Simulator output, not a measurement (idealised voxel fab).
voxel released beams: a process module
Section cut is 180 nm wide and gridded with 5 nm square cells.
A cross-section in this document is a grid of square cells, and it is written down as bands, the top band listed before the ones below it; a band is made up of one or more rows of cells.
What a band's entry tells you: where the top is and where the bottom is, as heights in nm, and after that what lies inside, material by material from left to right, each with its width in nm. Empty space is written as the word "air", and a single material marked with the word "all across" occupies the band from edge to edge.
Height 0 is the level under which the wafer as received is all one material. The lowest band goes on downwards, as in "0 and below".
Per-row width for "30 to 40": begins at first number (top row of band), ends at second number (bottom row), increment between rows held constant.
"remains unaltered" -> step changed no cross-section cell.
The label "Sealed internal cavities" introduces a list of the empty spaces, 8 cells or larger, that have no open way up to the top; each entry in it reads width x height at distance, where the distance is taken from the left edge and all three are stated in nm.
That trailing text on a step's line, after the settings, is the simulator's own remark on the step.
overlay nm: how far to the right of its planned place the mask lay on this masked step (negative: to the left).

# Process steps - plan
1. RECEIVE,material Si
2. CONFORMAL_DEP,material Al2O3,thk nm 10
3. DIRECTIONAL_DEP,material SiO2,thk nm 10
4. PATTERN,tone open,mask id ANCHOR,material resist,width nm 30,thk nm 15,overlay nm 0
5. DIRECTIONAL_ETCH,etch materials SiO2,depth nm 10
6. STRIP,etch materials resist
7. CONFORMAL_DEP,material SiN,thk nm 10
8. PATTERN,tone cover,mask id BEAM,material resist,width nm 90,thk nm 20,overlay nm 0
9. DIRECTIONAL_ETCH,etch materials SiN,depth nm 10
10. STRIP,etch materials resist
11. STRIP,etch materials SiO2
The value of width nm given for step 8 in the plan refers to the first wafer; the wafers vary in this setting and are alike at the start.

# Cross-section of the first of several wafers as received (after step 1)
0 and below: Si all across
Sealed internal cavities: none

# The figure below presents a cross-section of the first of several wafers at the conclusion of the module, following its last step, step 11
30 down to 20: air (40); SiN (10); air (10); SiN (70); air (50)
20 down to 10: air (40); SiN (30); air (110)
10 down to 0: Al2O3 all across
0 and below: Si all across
Sealed internal cavities: none

# Here's the last wafer cross-sectioned at the end of the module
30 down to 20: air (30); SiN (20); air (10); SiN (85); air (35)
20 down to 10: air (40); SiN (30); air (110)
10 down to 0: Al2O3 all across
0 and below: Si all across
Sealed internal cavities: none

# The table below has one row for each wafer; a row shows, as of the end of the module, how many cells of each material the wafer has gained, marked (+), or lost, marked (-), since it was received, and then the wafer's closed voids
width nm 90; +72 Al2O3; +44 SiN; Sealed internal cavities: none
width nm 95; +72 Al2O3; +46 SiN; Sealed internal cavities: none
width nm 100; +72 Al2O3; +48 SiN; Sealed internal cavities: none
width nm 105; +72 Al2O3; +50 SiN; Sealed internal cavities: none
width nm 110; +72 Al2O3; +52 SiN; Sealed internal cavities: none
width nm 115; +72 Al2O3; +54 SiN; Sealed internal cavities: none
